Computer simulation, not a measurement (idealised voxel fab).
Process module, titled voxel capacitor over wiring
The figure presents cross-section cut, which has a width of 270 nm and is divided into square cells with an edge length of 5 nm.
We lay out every cross-section as a grid of square cells and spell it out in bands from the top down, where one band means one or more rows of cells. It is stipulated that each band's entry specify, in nanometres, the height of the top of the band and then that of its bottom, followed by the materials of the band in left-to-right sequence, each together with its width in nanometres. A single material marked by the word "everywhere" is understood to fill the band from edge to edge; the word "air" is understood to denote empty space. Heads up on the height convention: 0 is the point under which the incoming wafer is all one material, and the lowest band has no bottom, it just keeps going down, like "0 and below". Read "30..40" as a graded width: first number on top, second number at the bottom, same change between each pair of neighbouring rows. Take "everything unchanged" at face value: in the step it is given for, the cross-section changed in none of its cells. Fully closed voids: empty space of 8 cells or more with no open way to the top, each as width x height at its distance from the left edge, in nm. after a step's settings: what the simulator itself notes on the step. A step line may carry the setting "overlay nm", which, for steps involving a mask, states the distance by which the mask lay to the right of its intended position; negative values denote displacement to the left.

### Intended process steps
1 RECEIVE (material Si)
2 CONFORMAL_DEP (material SiO2; thk nm 15)
3 CONFORMAL_DEP (material SiCN; thk nm 5)
4 DIRECTIONAL_DEP (material lowk; thk nm 15)
5 PATTERN (tone open; mask id METAL_1; material resist; width nm 25; pitch nm 95; thk nm 15; overlay nm 0)
6 DIRECTIONAL_ETCH (etch materials lowk; depth nm 15)
7 DIRECTIONAL_ETCH (etch materials SiCN; depth nm 5)
8 STRIP (etch materials resist)
9 CONFORMAL_DEP (material TiN; thk nm 5)
10 FILL_DEP (material W; thk nm 10)
11 CMP (height nm 35)
12 EPI (material Ru; thk nm 5)
13 FILL_DEP (material SiCN; thk nm 5)
14 DIRECTIONAL_DEP (material SiO2; thk nm 15)
15 MASKED_ETCH (tone open; mask id PLUG_1; width nm 15; etch materials SiO2; depth nm 15; overlay nm 0)
16 MASKED_ETCH (tone open; mask id PLUG_1; width nm 15; etch materials SiCN; depth nm 5; overlay nm 0)
17 EPI (material Ru; thk nm 10)
18 EPI (material Ru; thk nm 10)
19 DIRECTIONAL_DEP (material TiN; thk nm 5)
20 DIRECTIONAL_DEP (material SiN; thk nm 5)
21 DIRECTIONAL_DEP (material TiN; thk nm 10)
22 MASKED_ETCH (tone cover; mask id UPPER_PLATE; width nm 75; etch materials TiN; depth nm 10; overlay nm 0)
23 MASKED_ETCH (tone cover; mask id UPPER_PLATE; width nm 75; etch materials SiN; depth nm 5; overlay nm 0)
24 DIRECTIONAL_DEP (material aC; thk nm 10)
25 PATTERN (tone cover; mask id LOWER_PLATE; material resist; width nm 85; thk nm 25; overlay nm 0)
26 DIRECTIONAL_ETCH (etch materials aC; depth nm 10)
27 STRIP (etch materials resist)
28 DIRECTIONAL_ETCH (etch materials TiN; depth nm 5)
29 STRIP (etch materials aC)
30 FILL_DEP (material SiO2; thk nm 20)
31 CMP (height nm 95)
32 PATTERN (tone open; mask id PLUG_2; material resist; width nm 15; thk nm 20; overlay nm 0)
33 DIRECTIONAL_ETCH (etch materials SiO2; depth nm 15)
34 STRIP (etch materials resist)
35 CONFORMAL_DEP (material TiN; thk nm 5)
36 FILL_DEP (material W; thk nm 10)
37 CMP (height nm 95)
38 CONFORMAL_DEP (material SiCN; thk nm 5)

### First of two wafers: run as planned

### Cross-section of the wafer as it came to us, i.e., already through step 1
	0 and below: Si everywhere
	Fully closed voids: none

### Cross-section of the wafer after step 2
	15 down to 0: SiO2 everywhere
	below 0: unchanged

### Cross-section of the wafer after step 3
	20 down to 15: SiCN everywhere
	below 15: unchanged

### Cross-section of the wafer after step 4
	35 down to 20: lowk everywhere
	below 20: unchanged

### Cross-section of the wafer after step 5
	50 down to 35: 75 nm resist / 25 nm air / 70 nm resist / 25 nm air / 75 nm resist
	below 35: unchanged

### Cross-section of the wafer after step 6
	50 down to 35: 75 nm resist / 25 nm air / 70 nm resist / 25 nm air / 75 nm resist
	35 down to 20: 75 nm lowk / 25 nm air / 70 nm lowk / 25 nm air / 75 nm lowk
	below 20: unchanged

### Cross-section of the wafer after step 7
	50 down to 35: 75 nm resist / 25 nm air / 70 nm resist / 25 nm air / 75 nm resist
	35 down to 20: 75 nm lowk / 25 nm air / 70 nm lowk / 25 nm air / 75 nm lowk
	20 down to 15: 75 nm SiCN / 25 nm air / 70 nm SiCN / 25 nm air / 75 nm SiCN
	below 15: unchanged

### Cross-section of the wafer after step 8
	35 down to 20: 75 nm lowk / 25 nm air / 70 nm lowk / 25 nm air / 75 nm lowk
	below 20: unchanged

### Cross-section of the wafer after step 9
	40 down to 35: 80 nm TiN / 15 nm air / 80 nm TiN / 15 nm air / 80 nm TiN
	35 down to 20: 75 nm lowk / 5 nm TiN / 15 nm air / 5 nm TiN / 70 nm lowk / 5 nm TiN / 15 nm air / 5 nm TiN / 75 nm lowk
	20 down to 15: 75 nm SiCN / 25 nm TiN / 70 nm SiCN / 25 nm TiN / 75 nm SiCN
	below 15: unchanged

### Cross-section of the wafer after step 10
	50 down to 40: W everywhere
	40 down to 35: 80 nm TiN / 15 nm W / 80 nm TiN / 15 nm W / 80 nm TiN
	35 down to 20: 75 nm lowk / 5 nm TiN / 15 nm W / 5 nm TiN / 70 nm lowk / 5 nm TiN / 15 nm W / 5 nm TiN / 75 nm lowk
	below 20: unchanged

### Cross-section of the wafer after step 11
	35 down to 20: 75 nm lowk / 5 nm TiN / 15 nm W / 5 nm TiN / 70 nm lowk / 5 nm TiN / 15 nm W / 5 nm TiN / 75 nm lowk
	below 20: unchanged

### Cross-section of the wafer after step 12
	40 down to 35: 70 nm air / 35 nm Ru / 60 nm air / 35 nm Ru / 70 nm air
	below 35: unchanged

### Cross-section of the wafer after step 13
	45 down to 40: SiCN everywhere
	40 down to 35: 70 nm SiCN / 35 nm Ru / 60 nm SiCN / 35 nm Ru / 70 nm SiCN
	below 35: unchanged

### Cross-section of the wafer after step 14
	60 down to 45: SiO2 everywhere
	below 45: unchanged

### Cross-section of the wafer after step 15
	60 down to 45: 85 nm SiO2 / 15 nm air / 170 nm SiO2
	below 45: unchanged

### Cross-section of the wafer after step 16
	60 down to 45: 85 nm SiO2 / 15 nm air / 170 nm SiO2
	45 down to 40: 85 nm SiCN / 15 nm air / 170 nm SiCN
	below 40: unchanged

### Cross-section of the wafer after step 17
	60 down to 50: 85 nm SiO2 / 15 nm air / 170 nm SiO2
	50 down to 45: 85 nm SiO2 / 15 nm Ru / 170 nm SiO2
	45 down to 40: 85 nm SiCN / 15 nm Ru / 170 nm SiCN
	below 40: unchanged

### Cross-section of the wafer after step 18
	60 down to 45: 85 nm SiO2 / 15 nm Ru / 170 nm SiO2
	below 45: unchanged

### Cross-section of the wafer after step 19
	65 down to 60: TiN everywhere
	below 60: unchanged

### Cross-section of the wafer after step 20
	70 down to 65: SiN everywhere
	below 65: unchanged

### Cross-section of the wafer after step 21
	80 down to 70: TiN everywhere
	below 70: unchanged

### Cross-section of the wafer after step 22
	80 down to 70: 85 nm air / 75 nm TiN / 110 nm air
	below 70: unchanged

### Cross-section of the wafer after step 23
	80 down to 70: 85 nm air / 75 nm TiN / 110 nm air
	70 down to 65: 85 nm air / 75 nm SiN / 110 nm air
	below 65: unchanged

### Cross-section of the wafer after step 24
	90 down to 80: 85 nm air / 75 nm aC / 110 nm air
	80 down to 75: 85 nm air / 75 nm TiN / 110 nm air
	75 down to 70: 85 nm aC / 75 nm TiN / 110 nm aC
	70 down to 65: 85 nm aC / 75 nm SiN / 110 nm aC
	below 65: unchanged

### Cross-section of the wafer after step 25
	115 down to 90: 80 nm air / 85 nm resist / 105 nm air
	90 down to 80: 80 nm air / 5 nm resist / 75 nm aC / 5 nm resist / 105 nm air
	80 down to 75: 80 nm air / 5 nm resist / 75 nm TiN / 5 nm resist / 105 nm air
	below 75: unchanged

### Cross-section of the wafer after step 26
	105 down to 90: 80 nm air / 85 nm resist / 105 nm air
	90 down to 80: 80 nm air / 5 nm resist / 75 nm aC / 5 nm resist / 105 nm air
	80 down to 75: 80 nm air / 5 nm resist / 75 nm TiN / 5 nm resist / 105 nm air
	75 down to 70: 80 nm air / 5 nm aC / 75 nm TiN / 5 nm aC / 105 nm air
	70 down to 65: 80 nm air / 5 nm aC / 75 nm SiN / 5 nm aC / 105 nm air
	below 65: unchanged

### Cross-section of the wafer after step 27
	90 down to 80: 85 nm air / 75 nm aC / 110 nm air
	80 down to 75: 85 nm air / 75 nm TiN / 110 nm air
	below 75: unchanged

### Cross-section of the wafer after step 28
	90 down to 80: 85 nm air / 75 nm aC / 110 nm air
	80 down to 75: 85 nm air / 75 nm TiN / 110 nm air
	75 down to 70: 80 nm air / 5 nm aC / 75 nm TiN / 5 nm aC / 105 nm air
	70 down to 65: 80 nm air / 5 nm aC / 75 nm SiN / 5 nm aC / 105 nm air
	65 down to 60: 80 nm air / 85 nm TiN / 105 nm air
	below 60: unchanged

### Cross-section of the wafer after step 29
	80 down to 70: 85 nm air / 75 nm TiN / 110 nm air
	70 down to 65: 85 nm air / 75 nm SiN / 110 nm air
	below 65: unchanged

### Cross-section of the wafer after step 30
	100 down to 80: SiO2 everywhere
	80 down to 70: 85 nm SiO2 / 75 nm TiN / 110 nm SiO2
	70 down to 65: 85 nm SiO2 / 75 nm SiN / 110 nm SiO2
	65 down to 60: 80 nm SiO2 / 85 nm TiN / 105 nm SiO2
	below 60: unchanged

### Cross-section of the wafer after step 31
	95 down to 80: SiO2 everywhere
	below 80: unchanged

### Cross-section of the wafer after step 32
	115 down to 95: 95 nm resist / 15 nm air / 160 nm resist
	below 95: unchanged

### Cross-section of the wafer after step 33
	115 down to 95: 95 nm resist / 15 nm air / 160 nm resist
	95 down to 80: 95 nm SiO2 / 15 nm air / 160 nm SiO2
	below 80: unchanged

### Cross-section of the wafer after step 34
	95 down to 80: 95 nm SiO2 / 15 nm air / 160 nm SiO2
	below 80: unchanged

### Cross-section of the wafer after step 35
	100 down to 95: 100 nm TiN / 5 nm air / 165 nm TiN
	95 down to 85: 95 nm SiO2 / 5 nm TiN / 5 nm air / 5 nm TiN / 160 nm SiO2
	85 down to 80: 95 nm SiO2 / 15 nm TiN / 160 nm SiO2
	below 80: unchanged

### Cross-section of the wafer after step 36
	110 down to 100: W everywhere
	100 down to 95: 100 nm TiN / 5 nm W / 165 nm TiN
	95 down to 85: 95 nm SiO2 / 5 nm TiN / 5 nm W / 5 nm TiN / 160 nm SiO2
	below 85: unchanged

### Cross-section of the wafer after step 37
	95 down to 85: 95 nm SiO2 / 5 nm TiN / 5 nm W / 5 nm TiN / 160 nm SiO2
	below 85: unchanged

### Cross-section of the wafer after step 38
	100 down to 95: SiCN everywhere
	below 95: unchanged

### The second wafer was prepared from the same starting point and under the same plan as the first; its processing contained one mistake, and it remains indistinguishable from the first wafer up to and including step 19

Second wafer, cut view, end of step 20 per plan: everything unchanged

### Second wafer, cut view, end of step 21 per plan
	75 down to 60: TiN everywhere
	below 60: unchanged

### Second wafer, cut view, end of step 22 per plan
	75 down to 65: 85 nm air / 75 nm TiN / 110 nm air
	below 65: unchanged

Second wafer, cut view, end of step 23 per plan: everything unchanged

### Second wafer, cut view, end of step 24 per plan
	85 down to 75: 85 nm air / 75 nm aC / 110 nm air
	75 down to 65: 85 nm aC / 75 nm TiN / 110 nm aC
	below 65: unchanged

### Second wafer, cut view, end of step 25 per plan
	110 down to 85: 80 nm air / 85 nm resist / 105 nm air
	85 down to 75: 80 nm air / 5 nm resist / 75 nm aC / 5 nm resist / 105 nm air
	below 75: unchanged

### Second wafer, cut view, end of step 26 per plan
	100 down to 85: 80 nm air / 85 nm resist / 105 nm air
	85 down to 75: 80 nm air / 5 nm resist / 75 nm aC / 5 nm resist / 105 nm air
	75 down to 65: 80 nm air / 5 nm aC / 75 nm TiN / 5 nm aC / 105 nm air
	below 65: unchanged

### Second wafer, cut view, end of step 27 per plan
	85 down to 75: 85 nm air / 75 nm aC / 110 nm air
	below 75: unchanged

### Second wafer, cut view, end of step 28 per plan
	85 down to 75: 85 nm air / 75 nm aC / 110 nm air
	75 down to 65: 80 nm air / 5 nm aC / 75 nm TiN / 5 nm aC / 105 nm air
	65 down to 60: 80 nm air / 85 nm TiN / 105 nm air
	below 60: unchanged

### Second wafer, cut view, end of step 29 per plan
	75 down to 65: 85 nm air / 75 nm TiN / 110 nm air
	below 65: unchanged

### Second wafer, cut view, end of step 30 per plan
	95 down to 75: SiO2 everywhere
	75 down to 65: 85 nm SiO2 / 75 nm TiN / 110 nm SiO2
	65 down to 60: 80 nm SiO2 / 85 nm TiN / 105 nm SiO2
	below 60: unchanged

Second wafer, cut view, end of step 31 per plan: everything unchanged

### Second wafer, cut view, end of step 32 per plan
	115 down to 95: 95 nm resist / 15 nm air / 160 nm resist
	below 95: unchanged

### Second wafer, cut view, end of step 33 per plan
	115 down to 95: 95 nm resist / 15 nm air / 160 nm resist
	95 down to 80: 95 nm SiO2 / 15 nm air / 160 nm SiO2
	below 80: unchanged

### Second wafer, cut view, end of step 34 per plan
	95 down to 80: 95 nm SiO2 / 15 nm air / 160 nm SiO2
	below 80: unchanged

### Second wafer, cut view, end of step 35 per plan
	100 down to 95: 100 nm TiN / 5 nm air / 165 nm TiN
	95 down to 85: 95 nm SiO2 / 5 nm TiN / 5 nm air / 5 nm TiN / 160 nm SiO2
	85 down to 80: 95 nm SiO2 / 15 nm TiN / 160 nm SiO2
	below 80: unchanged

### Second wafer, cut view, end of step 36 per plan
	110 down to 100: W everywhere
	100 down to 95: 100 nm TiN / 5 nm W / 165 nm TiN
	95 down to 85: 95 nm SiO2 / 5 nm TiN / 5 nm W / 5 nm TiN / 160 nm SiO2
	below 85: unchanged

### Second wafer, cut view, end of step 37 per plan
	95 down to 85: 95 nm SiO2 / 5 nm TiN / 5 nm W / 5 nm TiN / 160 nm SiO2
	below 85: unchanged

### Second wafer, cut view, end of step 38 per plan
	100 down to 95: SiCN everywhere
	below 95: unchanged
The plan and the run diverged here: execution of step 20 of the plan did not take place, the step having been omitted
Final comparison by cell count, materials where the second wafer has more or fewer than the first: SiN -15; SiO2 +15
